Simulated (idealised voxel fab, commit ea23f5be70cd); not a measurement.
A process module follows: voxel ribs on slabs.
The figure presents cross-section cut, which has a width of 280 nm and is divided into square cells with an edge length of 5 nm.
We lay out every cross-section as a grid of square cells and spell it out in bands from the top down, where one band means one or more rows of cells.
Band: top height; bottom height; in nm. Then, left to right: material with width in nm, for each material. "edge to edge": a single material spanning edge to edge. "empty": empty space.
Measure heights from 0. That's the level where, below it, the as-received wafer is all one material. The lowest band is bottomless and extends downward; write it as in "0 -> down".
With a width like "30->40", each row of cells in the band differs from the next by the same amount, the top row carrying the first number and the bottom row the second.
"nothing got changed", as given for a step, is the statement that not any cell of the cross-section underwent a change during that step.
The entry "Sealed void inventory" lists the empty spaces that cover at least 8 cells and have no open path to the top. Each is written as width x height at distance, where the distance is measured from the left edge and all three values are in nm.
On a step's line, text after the settings is the simulator commenting on that step.
A step line may carry the setting "overlay nm", which, for steps involving a mask, states the distance by which the mask lay to the right of its intended position; negative values denote displacement to the left.
-- This section lists the process steps that were planned
1: RECEIVE: material Si
2: DIRECTIONAL_DEP: material SiO2, thk nm 25
3: DIRECTIONAL_DEP: material SiN, thk nm 25
4: DIRECTIONAL_DEP: material aC, thk nm 15
5: PATTERN: tone cover, mask id RIB, material resist, width nm 30, thk nm 35, overlay nm 0
6: DIRECTIONAL_ETCH: etch materials aC, depth nm 15
7: STRIP: etch materials resist
8: DIRECTIONAL_ETCH: etch materials SiN, depth nm 10
9: STRIP: etch materials aC
10: DIRECTIONAL_DEP: material aC, thk nm 10
11: PATTERN: tone cover, mask id SLAB, material resist, width nm 90, thk nm 25, overlay nm 0
12: DIRECTIONAL_ETCH: etch materials aC, depth nm 10
13: STRIP: etch materials resist
14: DIRECTIONAL_ETCH: etch materials SiN, depth nm 15
15: STRIP: etch materials aC
16: FILL_DEP: material SiO2, thk nm 25
17: CMP: height nm 65
18: DIRECTIONAL_DEP: material TiN, thk nm 5
19: DIRECTIONAL_DEP: material aC, thk nm 15
20: PATTERN: tone cover, mask id HEATER, material resist, width nm 40, thk nm 35, overlay nm 0
21: DIRECTIONAL_ETCH: etch materials aC, depth nm 15
22: STRIP: etch materials resist
23: DIRECTIONAL_ETCH: etch materials TiN, depth nm 5
24: STRIP: etch materials aC
25: CONFORMAL_DEP: material SiO2, thk nm 10
-- On the first of the two wafers: run conducted according to plan
-- Wafer as received: cross-section following step 1
0 -> down  Si edge to edge
Sealed void inventory: none
-- Step 2 done - wafer cross-section
25 -> 0  SiO2 edge to edge
Rest of section, below 0: as before.
-- Step 3 done - wafer cross-section
50 -> 25  SiN edge to edge
Rest of section, below 25: as before.
-- Step 4 done - wafer cross-section
65 -> 50  aC edge to edge
Rest of section, below 50: as before.
-- Step 5 done - wafer cross-section
100 -> 65  125 nm empty, 30 nm resist, 125 nm empty
Rest of section, below 65: as before.
-- Step 6 done - wafer cross-section
85 -> 65  125 nm empty, 30 nm resist, 125 nm empty
65 -> 50  125 nm empty, 30 nm aC, 125 nm empty
Rest of section, below 50: as before.
-- Step 7 done - wafer cross-section
65 -> 50  125 nm empty, 30 nm aC, 125 nm empty
Rest of section, below 50: as before.
-- Step 8 done - wafer cross-section
65 -> 50  125 nm empty, 30 nm aC, 125 nm empty
50 -> 40  125 nm empty, 30 nm SiN, 125 nm empty
Rest of section, below 40: as before.
-- Step 9 done - wafer cross-section
50 -> 40  125 nm empty, 30 nm SiN, 125 nm empty
Rest of section, below 40: as before.
-- Step 10 done - wafer cross-section
60 -> 50  125 nm empty, 30 nm aC, 125 nm empty
50 -> 40  125 nm aC, 30 nm SiN, 125 nm aC
Rest of section, below 40: as before.
-- Step 11 done - wafer cross-section
85 -> 60  95 nm empty, 90 nm resist, 95 nm empty
60 -> 50  95 nm empty, 30 nm resist, 30 nm aC, 30 nm resist, 95 nm empty
Rest of section, below 50: as before.
-- Step 12 done - wafer cross-section
75 -> 60  95 nm empty, 90 nm resist, 95 nm empty
60 -> 50  95 nm empty, 30 nm resist, 30 nm aC, 30 nm resist, 95 nm empty
50 -> 40  95 nm empty, 30 nm aC, 30 nm SiN, 30 nm aC, 95 nm empty
Rest of section, below 40: as before.
-- Step 13 done - wafer cross-section
60 -> 50  125 nm empty, 30 nm aC, 125 nm empty
Rest of section, below 50: as before.
-- Step 14 done - wafer cross-section
60 -> 50  125 nm empty, 30 nm aC, 125 nm empty
50 -> 40  95 nm empty, 30 nm aC, 30 nm SiN, 30 nm aC, 95 nm empty
40 -> 25  95 nm empty, 90 nm SiN, 95 nm empty
Rest of section, below 25: as before.
-- Step 15 done - wafer cross-section
50 -> 40  125 nm empty, 30 nm SiN, 125 nm empty
Rest of section, below 40: as before.
-- Step 16 done - wafer cross-section
75 -> 50  SiO2 edge to edge
50 -> 40  125 nm SiO2, 30 nm SiN, 125 nm SiO2
40 -> 25  95 nm SiO2, 90 nm SiN, 95 nm SiO2
Rest of section, below 25: as before.
-- Step 17 done - wafer cross-section
65 -> 50  SiO2 edge to edge
Rest of section, below 50: as before.
-- Step 18 done - wafer cross-section
70 -> 65  TiN edge to edge
Rest of section, below 65: as before.
-- Step 19 done - wafer cross-section
85 -> 70  aC edge to edge
Rest of section, below 70: as before.
-- Step 20 done - wafer cross-section
120 -> 85  120 nm empty, 40 nm resist, 120 nm empty
Rest of section, below 85: as before.
-- Step 21 done - wafer cross-section
105 -> 85  120 nm empty, 40 nm resist, 120 nm empty
85 -> 70  120 nm empty, 40 nm aC, 120 nm empty
Rest of section, below 70: as before.
-- Step 22 done - wafer cross-section
85 -> 70  120 nm empty, 40 nm aC, 120 nm empty
Rest of section, below 70: as before.
-- Step 23 done - wafer cross-section
85 -> 70  120 nm empty, 40 nm aC, 120 nm empty
70 -> 65  120 nm empty, 40 nm TiN, 120 nm empty
Rest of section, below 65: as before.
-- Step 24 done - wafer cross-section
70 -> 65  120 nm empty, 40 nm TiN, 120 nm empty
Rest of section, below 65: as before.
-- Step 25 done - wafer cross-section
80 -> 75  110 nm empty, 60 nm SiO2, 110 nm empty
75 -> 70  SiO2 edge to edge
70 -> 65  120 nm SiO2, 40 nm TiN, 120 nm SiO2
Rest of section, below 65: as before.
-- Wafer two of two - same starting point, same process plan, one mistake in execution; matches wafer one up to and including step 3
-- The second wafer in cross-section, at the planned close of step 4
65 -> 25  SiN edge to edge
Rest of section, below 25: as before.
-- The second wafer in cross-section, at the planned close of step 5
100 -> 65  125 nm empty, 30 nm resist, 125 nm empty
Rest of section, below 65: as before.
-- The second wafer in cross-section, at the planned close of step 6
85 -> 65  125 nm empty, 30 nm resist, 125 nm empty
Rest of section, below 65: as before.
-- The second wafer in cross-section, at the planned close of step 7
65 -> 25  SiN edge to edge
Rest of section, below 25: as before.
-- The second wafer in cross-section, at the planned close of step 8
55 -> 25  SiN edge to edge
Rest of section, below 25: as before.
The second wafer in cross-section, at the planned close of step 9: nothing got changed
-- The second wafer in cross-section, at the planned close of step 10
65 -> 55  aC edge to edge
Rest of section, below 55: as before.
-- The second wafer in cross-section, at the planned close of step 11
90 -> 65  95 nm empty, 90 nm resist, 95 nm empty
Rest of section, below 65: as before.
-- The second wafer in cross-section, at the planned close of step 12
80 -> 65  95 nm empty, 90 nm resist, 95 nm empty
65 -> 55  95 nm empty, 90 nm aC, 95 nm empty
Rest of section, below 55: as before.
-- The second wafer in cross-section, at the planned close of step 13
65 -> 55  95 nm empty, 90 nm aC, 95 nm empty
Rest of section, below 55: as before.
-- The second wafer in cross-section, at the planned close of step 14
65 -> 55  95 nm empty, 90 nm aC, 95 nm empty
55 -> 40  95 nm empty, 90 nm SiN, 95 nm empty
Rest of section, below 40: as before.
-- The second wafer in cross-section, at the planned close of step 15
55 -> 40  95 nm empty, 90 nm SiN, 95 nm empty
Rest of section, below 40: as before.
-- The second wafer in cross-section, at the planned close of step 16
80 -> 55  SiO2 edge to edge
55 -> 40  95 nm SiO2, 90 nm SiN, 95 nm SiO2
Rest of section, below 40: as before.
-- The second wafer in cross-section, at the planned close of step 17
65 -> 55  SiO2 edge to edge
Rest of section, below 55: as before.
-- The second wafer in cross-section, at the planned close of step 18
70 -> 65  TiN edge to edge
Rest of section, below 65: as before.
-- The second wafer in cross-section, at the planned close of step 19
85 -> 70  aC edge to edge
Rest of section, below 70: as before.
-- The second wafer in cross-section, at the planned close of step 20
120 -> 85  120 nm empty, 40 nm resist, 120 nm empty
Rest of section, below 85: as before.
-- The second wafer in cross-section, at the planned close of step 21
105 -> 85  120 nm empty, 40 nm resist, 120 nm empty
85 -> 70  120 nm empty, 40 nm aC, 120 nm empty
Rest of section, below 70: as before.
-- The second wafer in cross-section, at the planned close of step 22
85 -> 70  120 nm empty, 40 nm aC, 120 nm empty
Rest of section, below 70: as before.
-- The second wafer in cross-section, at the planned close of step 23
85 -> 70  120 nm empty, 40 nm aC, 120 nm empty
70 -> 65  120 nm empty, 40 nm TiN, 120 nm empty
Rest of section, below 65: as before.
-- The second wafer in cross-section, at the planned close of step 24
70 -> 65  120 nm empty, 40 nm TiN, 120 nm empty
Rest of section, below 65: as before.
-- The second wafer in cross-section, at the planned close of step 25
80 -> 75  110 nm empty, 60 nm SiO2, 110 nm empty
75 -> 70  SiO2 edge to edge
70 -> 65  120 nm SiO2, 40 nm TiN, 120 nm SiO2
Rest of section, below 65: as before.
What was the processing mistake? contrary to plan, step 4 was performed as DIRECTIONAL_DEP: material SiN, thk nm 15
The final cell counts differ between the wafers, with the second having more or fewer of some materials than the first: +156 SiN | -156 SiO2
